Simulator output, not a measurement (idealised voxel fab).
process module | voxel ribs on slabs
cross-section cut | 290 nm wide | cells 5 nm
A cross-section is a grid of square cells, given in bands from the top down. A band is one or more rows of cells.
Each band's line starts with the height of the band's top and of its bottom, in nm. Then come its materials from left to right, each with its width in nm. One material with "throughout" fills the band from edge to edge. "air" is empty space.
Height 0 is the level under which the wafer as received is all one material. The lowest band goes on downwards, as in "0 down".
A width such as "30 to 40" changes by the same amount from each row of cells to the next, from the band's top row to its bottom row.
"no change" after a step means that no cell of the cross-section changed.
closed voids: empty space of 8 cells or more with no open way to the top, each as width x height at its distance from the left edge, in nm
after a step's settings: what the simulator itself notes on the step
overlay nm, on a step with a mask: how far to the right of its planned place the mask lay; to the left if negative
plan
1 op RECEIVE | material Si
2 op DIRECTIONAL_DEP | material SiO2 | thk nm 30
3 op DIRECTIONAL_DEP | material SiN | thk nm 15
4 op DIRECTIONAL_DEP | material aC | thk nm 15
5 op PATTERN | tone cover | mask id RIB | material resist | width nm 15 | thk nm 35 | overlay nm 0
6 op DIRECTIONAL_ETCH | etch materials aC | depth nm 15
7 op STRIP | etch materials resist
8 op DIRECTIONAL_ETCH | etch materials SiN | depth nm 10
9 op STRIP | etch materials aC
10 op DIRECTIONAL_DEP | material aC | thk nm 10
11 op PATTERN | tone cover | mask id SLAB | material resist | width nm 65 | thk nm 30 | overlay nm 0
12 op DIRECTIONAL_ETCH | etch materials aC | depth nm 10
13 op STRIP | etch materials resist
14 op DIRECTIONAL_ETCH | etch materials SiN | depth nm 5
15 op STRIP | etch materials aC
16 op FILL_DEP | material SiO2 | thk nm 25
17 op CMP | height nm 65
18 op DIRECTIONAL_DEP | material TiN | thk nm 10
19 op MASKED_ETCH | tone cover | mask id HEATER | width nm 25 | etch materials TiN | depth nm 10 | overlay nm 0
20 op CONFORMAL_DEP | material SiO2 | thk nm 5
as received, after step 1
  0 down: Si throughout
  closed voids: none
a wafer at the end: this start, this plan, one mistake
  80 to 75: air 125 | SiO2 35 | air 130
  75 to 70: air 125 | SiO2 5 | TiN 25 | SiO2 5 | air 130
  70 to 65: SiO2 130 | TiN 25 | SiO2 135
  65 to 15: SiO2 throughout
  15 to 0: SiN throughout
  0 down: Si throughout
  closed voids: none
what went wrong: steps 2 and 3 were swapped
